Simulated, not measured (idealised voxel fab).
process module | voxel self aligned vias
cross-section cut | 150 nm wide | cells 5 nm
A cross-section is a grid of square cells, given in bands from the top down. A band is one or more rows of cells.
Each band's line starts with the height of the band's top and of its bottom, in nm. Then come its materials from left to right, each with its width in nm. One material with "throughout" fills the band from edge to edge. "air" is empty space.
Height 0 is the level under which the wafer as received is all one material. The lowest band goes on downwards, as in "0 down".
A width such as "30 to 40" changes by the same amount from each row of cells to the next, from the band's top row to its bottom row.
"no change" after a step means that no cell of the cross-section changed.
closed voids: empty space of 8 cells or more with no open way to the top, each as width x height at its distance from the left edge, in nm
after a step's settings: what the simulator itself notes on the step
overlay nm, on a step with a mask: how far to the right of its planned place the mask lay; to the left if negative
plan
1 op RECEIVE | material Si
2 op CONFORMAL_DEP | material SiO2 | thk nm 10
3 op CONFORMAL_DEP | material SiCN | thk nm 5
4 op DIRECTIONAL_DEP | material SiO2 | thk nm 30
5 op MASKED_ETCH | tone open | mask id LINES | width nm 30 | pitch nm 55 | etch materials SiO2 | depth nm 30 | overlay nm 0
6 op CONFORMAL_DEP | material TiN | thk nm 5
7 op FILL_DEP | material Ru | thk nm 5
8 op CMP | height nm 45
9 op SELECTIVE_ETCH | etch materials W Ru TiN | depth nm 10
10 op FILL_DEP | material SiN | thk nm 10
11 op CMP | height nm 45
12 op DIRECTIONAL_DEP | material SiO2 | thk nm 15
13 op PATTERN | tone open | mask id VIAS | material resist | width nm 40 | thk nm 20 | overlay nm 0
14 op DIRECTIONAL_ETCH | etch materials SiO2 | depth nm 15
15 op DIRECTIONAL_ETCH | etch materials SiN | depth nm 10
16 op STRIP | etch materials resist
17 op CONFORMAL_DEP | material TiN | thk nm 5
18 op FILL_DEP | material Cu | thk nm 5
19 op CMP | height nm 60
20 op CONFORMAL_DEP | material SiCN | thk nm 5
as received, after step 1
  0 down: Si throughout
  closed voids: none
first wafer at the end, as planned
  65 to 60: SiCN throughout
  60 to 50: SiO2 25 | TiN 5 | Cu 30 | TiN 5 | SiO2 85
  50 to 45: SiO2 25 | TiN 10 | Cu 20 | TiN 10 | SiO2 85
  45 to 40: SiO2 30 | TiN 5 | Cu 20 | TiN 5 | SiO2 25 | SiN 30 | SiO2 35
  40 to 35: SiO2 30 | TiN 30 | SiO2 25 | SiN 30 | SiO2 35
  35 to 20: SiO2 30 | TiN 5 | Ru 20 | TiN 5 | SiO2 25 | TiN 5 | Ru 20 | TiN 5 | SiO2 35
  20 to 15: SiO2 30 | TiN 30 | SiO2 25 | TiN 30 | SiO2 35
  15 to 10: SiCN throughout
  10 to 0: SiO2 throughout
  0 down: Si throughout
  closed voids: none
second wafer at the end: like start, like plan, one mistake
  65 to 60: SiCN throughout
  60 to 50: SiO2 25 | TiN 5 | Cu 30 | TiN 5 | SiO2 85
  50 to 45: SiO2 25 | TiN 10 | Cu 20 | TiN 10 | SiO2 85
  45 to 40: SiO2 30 | TiN 5 | Cu 20 | TiN 5 | SiO2 25 | SiN 30 | SiO2 35
  40 to 35: SiO2 30 | TiN 30 | SiO2 25 | SiN 30 | SiO2 35
  35 to 20: SiO2 30 | TiN 5 | Ru 20 | TiN 5 | SiO2 25 | TiN 5 | Ru 20 | TiN 5 | SiO2 35
  20 to 15: SiO2 30 | TiN 30 | SiO2 25 | TiN 30 | SiO2 35
  15 to 5: SiO2 throughout
  5 to 0: SiCN throughout
  0 down: Si throughout
  closed voids: none
what went wrong: steps 2 and 3 were swapped
at the end the second wafer has, in cells: as many of each material as the first, in other places
